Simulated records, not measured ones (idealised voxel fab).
process module | voxel wiring stack
cross-section cut | 185 nm wide | cells 5 nm
A cross-section is a grid of square cells, given in bands from the top down. A band is one or more rows of cells.
Each band's line starts with the height of the band's top and of its bottom, in nm. Then come its materials from left to right, each with its width in nm. One material with "throughout" fills the band from edge to edge. "air" is empty space.
Height 0 is the level under which the wafer as received is all one material. The lowest band goes on downwards, as in "0 down".
A width such as "30 to 40" changes by the same amount from each row of cells to the next, from the band's top row to its bottom row.
"no change" after a step means that no cell of the cross-section changed.
closed voids: empty space of 8 cells or more with no open way to the top, each as width x height at its distance from the left edge, in nm
after a step's settings: what the simulator itself notes on the step
overlay nm, on a step with a mask: how far to the right of its planned place the mask lay; to the left if negative
plan
1 op RECEIVE | material Si
2 op CONFORMAL_DEP | material SiO2 | thk nm 15
3 op DIRECTIONAL_DEP | material TiN | thk nm 5
4 op DIRECTIONAL_DEP | material Ru | thk nm 25
5 op PATTERN | tone cover | mask id METAL_1 | material resist | width nm 30 | pitch nm 45 | thk nm 15 | overlay nm 0
6 op DIRECTIONAL_ETCH | etch materials Ru | depth nm 25
7 op DIRECTIONAL_ETCH | etch materials TiN | depth nm 5
8 op STRIP | etch materials resist
9 op CONFORMAL_DEP | material SiCN | thk nm 5
10 op FILL_DEP | material SiO2 | thk nm 5
11 op CMP | height nm 45
12 op CONFORMAL_DEP | material SiCN | thk nm 5
13 op DIRECTIONAL_DEP | material lowk | thk nm 10
14 op DIRECTIONAL_DEP | material aC | thk nm 15
15 op PATTERN | tone open | mask id PLUG_1 | material resist | width nm 15 | pitch nm 90 | thk nm 30 | overlay nm 0
16 op DIRECTIONAL_ETCH | etch materials aC | depth nm 15
17 op STRIP | etch materials resist
18 op DIRECTIONAL_ETCH | etch materials lowk | depth nm 10
19 op DIRECTIONAL_ETCH | etch materials SiCN | depth nm 5
20 op STRIP | etch materials aC
21 op EPI | material Ru | thk nm 10
22 op EPI | material Ru | thk nm 5
23 op CONFORMAL_DEP | material SiN | thk nm 5
24 op DIRECTIONAL_DEP | material lowk | thk nm 25
25 op MASKED_ETCH | tone open | mask id METAL_2 | width nm 30 | pitch nm 45 | etch materials lowk | depth nm 25 | overlay nm 0
26 op MASKED_ETCH | tone open | mask id METAL_2 | width nm 30 | pitch nm 45 | etch materials SiN | depth nm 5 | overlay nm 0
27 op CONFORMAL_DEP | material TiN | thk nm 5
28 op FILL_DEP | material Cu | thk nm 5
29 op CMP | height nm 90
30 op EPI | material Ru | thk nm 5
31 op FILL_DEP | material SiCN | thk nm 5
32 op DIRECTIONAL_DEP | material lowk | thk nm 25
33 op DIRECTIONAL_DEP | material aC | thk nm 15
34 op PATTERN | tone open | mask id METAL_3_HOLES | material resist | width nm 15 | pitch nm 45 | thk nm 35 | overlay nm 0
35 op DIRECTIONAL_ETCH | etch materials aC | depth nm 15
36 op STRIP | etch materials resist
37 op DIRECTIONAL_ETCH | etch materials lowk | depth nm 25
38 op STRIP | etch materials aC
39 op DIRECTIONAL_DEP | material aC | thk nm 10
40 op PATTERN | tone open | mask id METAL_3 | material resist | width nm 30 | pitch nm 45 | thk nm 30 | overlay nm 0
41 op DIRECTIONAL_ETCH | etch materials aC | depth nm 10
42 op STRIP | etch materials resist
43 op DIRECTIONAL_ETCH | etch materials lowk | depth nm 15
44 op DIRECTIONAL_ETCH | etch materials SiCN | depth nm 5
45 op STRIP | etch materials aC
46 op CONFORMAL_DEP | material TiN | thk nm 5
47 op FILL_DEP | material Cu | thk nm 10
48 op CMP | height nm 125
49 op CONFORMAL_DEP | material SiN | thk nm 5
first wafer, as planned
as received, after step 1
  0 down: Si throughout
  closed voids: none
after step 2
  15 to 0: SiO2 throughout
  below 0: unchanged
after step 3
  20 to 15: TiN throughout
  below 15: unchanged
after step 4
  45 to 20: Ru throughout
  below 20: unchanged
after step 5
  60 to 45: air 30 | resist 30 | air 15 | resist 30 | air 15 | resist 30 | air 35
  below 45: unchanged
after step 6
  60 to 45: air 30 | resist 30 | air 15 | resist 30 | air 15 | resist 30 | air 35
  45 to 20: air 30 | Ru 30 | air 15 | Ru 30 | air 15 | Ru 30 | air 35
  below 20: unchanged
after step 7
  60 to 45: air 30 | resist 30 | air 15 | resist 30 | air 15 | resist 30 | air 35
  45 to 20: air 30 | Ru 30 | air 15 | Ru 30 | air 15 | Ru 30 | air 35
  20 to 15: air 30 | TiN 30 | air 15 | TiN 30 | air 15 | TiN 30 | air 35
  below 15: unchanged
after step 8
  45 to 20: air 30 | Ru 30 | air 15 | Ru 30 | air 15 | Ru 30 | air 35
  below 20: unchanged
after step 9
  50 to 45: air 25 | SiCN 40 | air 5 | SiCN 40 | air 5 | SiCN 40 | air 30
  45 to 20: air 25 | SiCN 5 | Ru 30 | SiCN 5 | air 5 | SiCN 5 | Ru 30 | SiCN 5 | air 5 | SiCN 5 | Ru 30 | SiCN 5 | air 30
  20 to 15: SiCN 30 | TiN 30 | SiCN 15 | TiN 30 | SiCN 15 | TiN 30 | SiCN 35
  below 15: unchanged
after step 10
  55 to 50: SiO2 throughout
  50 to 45: SiO2 25 | SiCN 40 | SiO2 5 | SiCN 40 | SiO2 5 | SiCN 40 | SiO2 30
  45 to 20: SiO2 25 | SiCN 5 | Ru 30 | SiCN 5 | SiO2 5 | SiCN 5 | Ru 30 | SiCN 5 | SiO2 5 | SiCN 5 | Ru 30 | SiCN 5 | SiO2 30
  below 20: unchanged
after step 11
  45 to 20: SiO2 25 | SiCN 5 | Ru 30 | SiCN 5 | SiO2 5 | SiCN 5 | Ru 30 | SiCN 5 | SiO2 5 | SiCN 5 | Ru 30 | SiCN 5 | SiO2 30
  below 20: unchanged
after step 12
  50 to 45: SiCN throughout
  below 45: unchanged
after step 13
  60 to 50: lowk throughout
  below 50: unchanged
after step 14
  75 to 60: aC throughout
  below 60: unchanged
after step 15
  105 to 75: resist 30 | air 15 | resist 75 | air 15 | resist 50
  below 75: unchanged
after step 16
  90 to 75: resist 30 | air 15 | resist 75 | air 15 | resist 50
  75 to 60: aC 30 | air 15 | aC 75 | air 15 | aC 50
  below 60: unchanged
after step 17
  75 to 60: aC 30 | air 15 | aC 75 | air 15 | aC 50
  below 60: unchanged
after step 18
  75 to 60: aC 30 | air 15 | aC 75 | air 15 | aC 50
  60 to 50: lowk 30 | air 15 | lowk 75 | air 15 | lowk 50
  below 50: unchanged
after step 19
  75 to 60: aC 30 | air 15 | aC 75 | air 15 | aC 50
  60 to 50: lowk 30 | air 15 | lowk 75 | air 15 | lowk 50
  50 to 45: SiCN 30 | air 15 | SiCN 75 | air 15 | SiCN 50
  below 45: unchanged
after step 20
  60 to 50: lowk 30 | air 15 | lowk 75 | air 15 | lowk 50
  below 50: unchanged
after step 21
  60 to 55: lowk 30 | air 15 | lowk 75 | air 15 | lowk 50
  55 to 50: lowk 30 | Ru 15 | lowk 75 | Ru 15 | lowk 50
  50 to 45: SiCN 30 | Ru 15 | SiCN 75 | Ru 15 | SiCN 50
  below 45: unchanged
after step 22
  60 to 50: lowk 30 | Ru 15 | lowk 75 | Ru 15 | lowk 50
  below 50: unchanged
after step 23
  65 to 60: SiN throughout
  below 60: unchanged
after step 24
  90 to 65: lowk throughout
  below 65: unchanged
after step 25
  90 to 65: lowk 30 | air 30 | lowk 15 | air 30 | lowk 15 | air 30 | lowk 35
  below 65: unchanged
after step 26
  90 to 65: lowk 30 | air 30 | lowk 15 | air 30 | lowk 15 | air 30 | lowk 35
  65 to 60: SiN 30 | air 30 | SiN 15 | air 30 | SiN 15 | air 30 | SiN 35
  below 60: unchanged
after step 27
  95 to 90: TiN 35 | air 20 | TiN 25 | air 20 | TiN 25 | air 20 | TiN 40
  90 to 65: lowk 30 | TiN 5 | air 20 | TiN 5 | lowk 15 | TiN 5 | air 20 | TiN 5 | lowk 15 | TiN 5 | air 20 | TiN 5 | lowk 35
  65 to 60: SiN 30 | TiN 30 | SiN 15 | TiN 30 | SiN 15 | TiN 30 | SiN 35
  below 60: unchanged
after step 28
  100 to 95: Cu throughout
  95 to 90: TiN 35 | Cu 20 | TiN 25 | Cu 20 | TiN 25 | Cu 20 | TiN 40
  90 to 65: lowk 30 | TiN 5 | Cu 20 | TiN 5 | lowk 15 | TiN 5 | Cu 20 | TiN 5 | lowk 15 | TiN 5 | Cu 20 | TiN 5 | lowk 35
  below 65: unchanged
after step 29
  90 to 65: lowk 30 | TiN 5 | Cu 20 | TiN 5 | lowk 15 | TiN 5 | Cu 20 | TiN 5 | lowk 15 | TiN 5 | Cu 20 | TiN 5 | lowk 35
  below 65: unchanged
after step 30
  95 to 90: air 25 | Ru 40 | air 5 | Ru 40 | air 5 | Ru 40 | air 30
  below 90: unchanged
after step 31
  100 to 95: SiCN throughout
  95 to 90: SiCN 25 | Ru 40 | SiCN 5 | Ru 40 | SiCN 5 | Ru 40 | SiCN 30
  below 90: unchanged
after step 32
  125 to 100: lowk throughout
  below 100: unchanged
after step 33
  140 to 125: aC throughout
  below 125: unchanged
after step 34
  175 to 140: resist 30 | air 15 | resist 30 | air 15 | resist 30 | air 15 | resist 50
  below 140: unchanged
after step 35
  160 to 140: resist 30 | air 15 | resist 30 | air 15 | resist 30 | air 15 | resist 50
  140 to 125: aC 30 | air 15 | aC 30 | air 15 | aC 30 | air 15 | aC 50
  below 125: unchanged
after step 36
  140 to 125: aC 30 | air 15 | aC 30 | air 15 | aC 30 | air 15 | aC 50
  below 125: unchanged
after step 37
  140 to 125: aC 30 | air 15 | aC 30 | air 15 | aC 30 | air 15 | aC 50
  125 to 100: lowk 30 | air 15 | lowk 30 | air 15 | lowk 30 | air 15 | lowk 50
  below 100: unchanged
after step 38
  125 to 100: lowk 30 | air 15 | lowk 30 | air 15 | lowk 30 | air 15 | lowk 50
  below 100: unchanged
after step 39
  135 to 125: aC 30 | air 15 | aC 30 | air 15 | aC 30 | air 15 | aC 50
  125 to 110: lowk 30 | air 15 | lowk 30 | air 15 | lowk 30 | air 15 | lowk 50
  110 to 100: lowk 30 | aC 15 | lowk 30 | aC 15 | lowk 30 | aC 15 | lowk 50
  below 100: unchanged
after step 40
  165 to 135: resist 30 | air 30 | resist 15 | air 30 | resist 15 | air 30 | resist 35
  below 135: unchanged
after step 41
  155 to 135: resist 30 | air 30 | resist 15 | air 30 | resist 15 | air 30 | resist 35
  135 to 125: aC 30 | air 30 | aC 15 | air 30 | aC 15 | air 30 | aC 35
  125 to 100: lowk 30 | air 15 | lowk 30 | air 15 | lowk 30 | air 15 | lowk 50
  below 100: unchanged
after step 42
  135 to 125: aC 30 | air 30 | aC 15 | air 30 | aC 15 | air 30 | aC 35
  below 125: unchanged
after step 43
  135 to 125: aC 30 | air 30 | aC 15 | air 30 | aC 15 | air 30 | aC 35
  125 to 110: lowk 30 | air 30 | lowk 15 | air 30 | lowk 15 | air 30 | lowk 35
  below 110: unchanged
after step 44
  135 to 125: aC 30 | air 30 | aC 15 | air 30 | aC 15 | air 30 | aC 35
  125 to 110: lowk 30 | air 30 | lowk 15 | air 30 | lowk 15 | air 30 | lowk 35
  110 to 100: lowk 30 | air 15 | lowk 30 | air 15 | lowk 30 | air 15 | lowk 50
  100 to 95: SiCN 30 | air 15 | SiCN 30 | air 15 | SiCN 30 | air 15 | SiCN 50
  below 95: unchanged
after step 45
  125 to 110: lowk 30 | air 30 | lowk 15 | air 30 | lowk 15 | air 30 | lowk 35
  below 110: unchanged
after step 46
  130 to 125: TiN 35 | air 20 | TiN 25 | air 20 | TiN 25 | air 20 | TiN 40
  125 to 115: lowk 30 | TiN 5 | air 20 | TiN 5 | lowk 15 | TiN 5 | air 20 | TiN 5 | lowk 15 | TiN 5 | air 20 | TiN 5 | lowk 35
  115 to 110: lowk 30 | TiN 5 | air 5 | TiN 20 | lowk 15 | TiN 5 | air 5 | TiN 20 | lowk 15 | TiN 5 | air 5 | TiN 20 | lowk 35
  110 to 100: lowk 30 | TiN 5 | air 5 | TiN 5 | lowk 30 | TiN 5 | air 5 | TiN 5 | lowk 30 | TiN 5 | air 5 | TiN 5 | lowk 50
  100 to 95: SiCN 30 | TiN 15 | SiCN 30 | TiN 15 | SiCN 30 | TiN 15 | SiCN 50
  below 95: unchanged
after step 47
  140 to 130: Cu throughout
  130 to 125: TiN 35 | Cu 20 | TiN 25 | Cu 20 | TiN 25 | Cu 20 | TiN 40
  125 to 115: lowk 30 | TiN 5 | Cu 20 | TiN 5 | lowk 15 | TiN 5 | Cu 20 | TiN 5 | lowk 15 | TiN 5 | Cu 20 | TiN 5 | lowk 35
  115 to 110: lowk 30 | TiN 5 | Cu 5 | TiN 20 | lowk 15 | TiN 5 | Cu 5 | TiN 20 | lowk 15 | TiN 5 | Cu 5 | TiN 20 | lowk 35
  110 to 100: lowk 30 | TiN 5 | Cu 5 | TiN 5 | lowk 30 | TiN 5 | Cu 5 | TiN 5 | lowk 30 | TiN 5 | Cu 5 | TiN 5 | lowk 50
  below 100: unchanged
after step 48
  125 to 115: lowk 30 | TiN 5 | Cu 20 | TiN 5 | lowk 15 | TiN 5 | Cu 20 | TiN 5 | lowk 15 | TiN 5 | Cu 20 | TiN 5 | lowk 35
  below 115: unchanged
after step 49
  130 to 125: SiN throughout
  below 125: unchanged
second wafer: like start, like plan, one mistake. Through step 39 it matches the first wafer
when step 40 should have ended
  165 to 135: resist 25 | air 30 | resist 15 | air 30 | resist 15 | air 30 | resist 40
  below 135: unchanged
when step 41 should have ended
  155 to 135: resist 25 | air 30 | resist 15 | air 30 | resist 15 | air 30 | resist 40
  135 to 125: aC 25 | air 30 | aC 15 | air 30 | aC 15 | air 30 | aC 40
  125 to 100: lowk 30 | air 15 | lowk 30 | air 15 | lowk 30 | air 15 | lowk 50
  below 100: unchanged
when step 42 should have ended
  135 to 125: aC 25 | air 30 | aC 15 | air 30 | aC 15 | air 30 | aC 40
  below 125: unchanged
when step 43 should have ended
  135 to 125: aC 25 | air 30 | aC 15 | air 30 | aC 15 | air 30 | aC 40
  125 to 110: lowk 25 | air 30 | lowk 15 | air 30 | lowk 15 | air 30 | lowk 40
  below 110: unchanged
when step 44 should have ended
  135 to 125: aC 25 | air 30 | aC 15 | air 30 | aC 15 | air 30 | aC 40
  125 to 110: lowk 25 | air 30 | lowk 15 | air 30 | lowk 15 | air 30 | lowk 40
  110 to 100: lowk 30 | air 15 | lowk 30 | air 15 | lowk 30 | air 15 | lowk 50
  100 to 95: SiCN 30 | air 15 | SiCN 30 | air 15 | SiCN 30 | air 15 | SiCN 50
  below 95: unchanged
when step 45 should have ended
  125 to 110: lowk 25 | air 30 | lowk 15 | air 30 | lowk 15 | air 30 | lowk 40
  below 110: unchanged
when step 46 should have ended
  130 to 125: TiN 30 | air 20 | TiN 25 | air 20 | TiN 25 | air 20 | TiN 45
  125 to 115: lowk 25 | TiN 5 | air 20 | TiN 5 | lowk 15 | TiN 5 | air 20 | TiN 5 | lowk 15 | TiN 5 | air 20 | TiN 5 | lowk 40
  115 to 110: lowk 25 | TiN 10 | air 5 | TiN 15 | lowk 15 | TiN 10 | air 5 | TiN 15 | lowk 15 | TiN 10 | air 5 | TiN 15 | lowk 40
  110 to 100: lowk 30 | TiN 5 | air 5 | TiN 5 | lowk 30 | TiN 5 | air 5 | TiN 5 | lowk 30 | TiN 5 | air 5 | TiN 5 | lowk 50
  100 to 95: SiCN 30 | TiN 15 | SiCN 30 | TiN 15 | SiCN 30 | TiN 15 | SiCN 50
  below 95: unchanged
when step 47 should have ended
  140 to 130: Cu throughout
  130 to 125: TiN 30 | Cu 20 | TiN 25 | Cu 20 | TiN 25 | Cu 20 | TiN 45
  125 to 115: lowk 25 | TiN 5 | Cu 20 | TiN 5 | lowk 15 | TiN 5 | Cu 20 | TiN 5 | lowk 15 | TiN 5 | Cu 20 | TiN 5 | lowk 40
  115 to 110: lowk 25 | TiN 10 | Cu 5 | TiN 15 | lowk 15 | TiN 10 | Cu 5 | TiN 15 | lowk 15 | TiN 10 | Cu 5 | TiN 15 | lowk 40
  110 to 100: lowk 30 | TiN 5 | Cu 5 | TiN 5 | lowk 30 | TiN 5 | Cu 5 | TiN 5 | lowk 30 | TiN 5 | Cu 5 | TiN 5 | lowk 50
  below 100: unchanged
when step 48 should have ended
  125 to 115: lowk 25 | TiN 5 | Cu 20 | TiN 5 | lowk 15 | TiN 5 | Cu 20 | TiN 5 | lowk 15 | TiN 5 | Cu 20 | TiN 5 | lowk 40
  below 115: unchanged
when step 49 should have ended
  130 to 125: SiN throughout
  below 125: unchanged
what went wrong: step 40 ran as: op PATTERN | tone open | mask id METAL_3 | material resist | width nm 30 | pitch nm 45 | thk nm 30 | overlay nm -5
at the end the second wafer has, in cells: as many of each material as the first, in other places
